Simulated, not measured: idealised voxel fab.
process module | voxel transistor to metal
cross-section cut | 205 nm wide | cells 5 nm
A cross-section is a grid of square cells, given in bands from the top down. A band is one or more rows of cells.
Each band's line starts with the height of the band's top and of its bottom, in nm. Then come its materials from left to right, each with its width in nm. One material with "throughout" fills the band from edge to edge. "air" is empty space.
Height 0 is the level under which the wafer as received is all one material. The lowest band goes on downwards, as in "0 down".
A width such as "30 to 40" changes by the same amount from each row of cells to the next, from the band's top row to its bottom row.
"no change" after a step means that no cell of the cross-section changed.
closed voids: empty space of 8 cells or more with no open way to the top, each as width x height at its distance from the left edge, in nm
after a step's settings: what the simulator itself notes on the step
overlay nm, on a step with a mask: how far to the right of its planned place the mask lay; to the left if negative
plan
1 op RECEIVE | material Si
2 op CONFORMAL_DEP | material SiO2 | thk nm 5
3 op CONFORMAL_DEP | material SiN | thk nm 15
4 op PATTERN | tone cover | mask id ACTIVE | material resist | width nm 105 | thk nm 20 | overlay nm 0
5 op DIRECTIONAL_ETCH | etch materials SiN | depth nm 15
6 op DIRECTIONAL_ETCH | etch materials SiO2 | depth nm 5
7 op DIRECTIONAL_ETCH | etch materials Si | depth nm 20
8 op STRIP | etch materials resist
9 op FILL_DEP | material SiO2 | thk nm 15
10 op CMP | height nm 20
11 op SELECTIVE_ETCH | etch materials SiO2 | depth nm 10
12 op STRIP | etch materials SiN
13 op SELECTIVE_ETCH | etch materials SiO2 | depth nm 5
14 op OXIDIZE | depth nm 5
15 op DIRECTIONAL_DEP | material polySi | thk nm 20
16 op DIRECTIONAL_DEP | material SiCN | thk nm 15
17 op PATTERN | tone cover | mask id GATE | material resist | width nm 25 | thk nm 20 | overlay nm 0
18 op DIRECTIONAL_ETCH | etch materials SiCN | depth nm 25
19 op DIRECTIONAL_ETCH | etch materials polySi | depth nm 30
20 op STRIP | etch materials resist
21 op CONFORMAL_DEP | material SiN | thk nm 10
22 op DIRECTIONAL_ETCH | etch materials SiN | depth nm 10
23 op DIRECTIONAL_ETCH | etch materials SiO2 | depth nm 5
24 op DIRECTIONAL_ETCH | etch materials Si | depth nm 15
25 op EPI | material SiGe | thk nm 15
26 op FILL_DEP | material SiO2 | thk nm 5
27 op CMP | height nm 35
28 op DIRECTIONAL_DEP | material SiO2 | thk nm 15
29 op MASKED_ETCH | tone open | mask id CONTACT | width nm 15 | pitch nm 80 | etch materials SiO2 | depth nm 40 | overlay nm 0
30 op CONFORMAL_DEP | material TiN | thk nm 5
31 op FILL_DEP | material Ru | thk nm 5
32 op CMP | height nm 50
33 op CONFORMAL_DEP | material SiN | thk nm 5
34 op DIRECTIONAL_DEP | material lowk | thk nm 5
35 op DIRECTIONAL_DEP | material aC | thk nm 10
36 op PATTERN | tone open | mask id METAL_1 | material resist | width nm 15 | pitch nm 80 | thk nm 30 | overlay nm 0
37 op DIRECTIONAL_ETCH | etch materials aC | depth nm 10
38 op STRIP | etch materials resist
39 op DIRECTIONAL_ETCH | etch materials lowk | depth nm 15
40 op DIRECTIONAL_ETCH | etch materials SiN | depth nm 5
41 op STRIP | etch materials aC
42 op CONFORMAL_DEP | material TiN | thk nm 5
43 op FILL_DEP | material Cu | thk nm 10
44 op CMP | height nm 70
45 op CONFORMAL_DEP | material SiCN | thk nm 5
46 op DIRECTIONAL_DEP | material lowk | thk nm 30
47 op DIRECTIONAL_DEP | material aC | thk nm 15
48 op PATTERN | tone open | mask id METAL_2 | material resist | width nm 15 | pitch nm 80 | thk nm 30 | overlay nm 0
49 op DIRECTIONAL_ETCH | etch materials aC | depth nm 15
50 op STRIP | etch materials resist
51 op DIRECTIONAL_ETCH | etch materials lowk | depth nm 20
52 op STRIP | etch materials aC
53 op MASKED_ETCH | tone open | mask id METAL_2_HOLES | width nm 15 | pitch nm 80 | etch materials lowk | depth nm 10 | overlay nm 0
54 op MASKED_ETCH | tone open | mask id METAL_2_HOLES | width nm 15 | pitch nm 80 | etch materials SiCN | depth nm 5 | overlay nm 0
55 op CONFORMAL_DEP | material TiN | thk nm 5
56 op FILL_DEP | material Cu | thk nm 10
57 op CMP | height nm 105
58 op CONFORMAL_DEP | material SiN | thk nm 5
varied across the wafers: thk nm of step 34. The plan shows the first wafer's value. All wafers start alike
first wafer as received, after step 1
  0 down: Si throughout
  closed voids: none
each wafer at the end: cells of each material gained (+) or lost (-) since it was received, then its closed voids
thk nm 5 | +57 Cu | +14 Ru | -131 Si | +50 SiCN | +62 SiGe | +108 SiN | +364 SiO2 | +113 TiN | +245 lowk | +20 polySi | closed voids: none
thk nm 10 | +18 Cu | +14 Ru | -131 Si | +50 SiCN | +62 SiGe | +108 SiN | +364 SiO2 | +117 TiN | +280 lowk | +20 polySi | closed voids: none
thk nm 15 | +18 Cu | +14 Ru | -131 Si | +50 SiCN | +62 SiGe | +108 SiN | +364 SiO2 | +82 TiN | +315 lowk | +20 polySi | closed voids: none
thk nm 20 | +14 Cu | +14 Ru | -131 Si | +50 SiCN | +62 SiGe | +114 SiN | +364 SiO2 | +74 TiN | +321 lowk | +20 polySi | closed voids: none
thk nm 25 | +12 Cu | +14 Ru | -131 Si | +50 SiCN | +62 SiGe | +114 SiN | +364 SiO2 | +70 TiN | +327 lowk | +20 polySi | closed voids: none
thk nm 30 | +12 Cu | +14 Ru | -131 Si | +50 SiCN | +62 SiGe | +114 SiN | +364 SiO2 | +64 TiN | +333 lowk | +20 polySi | closed voids: none
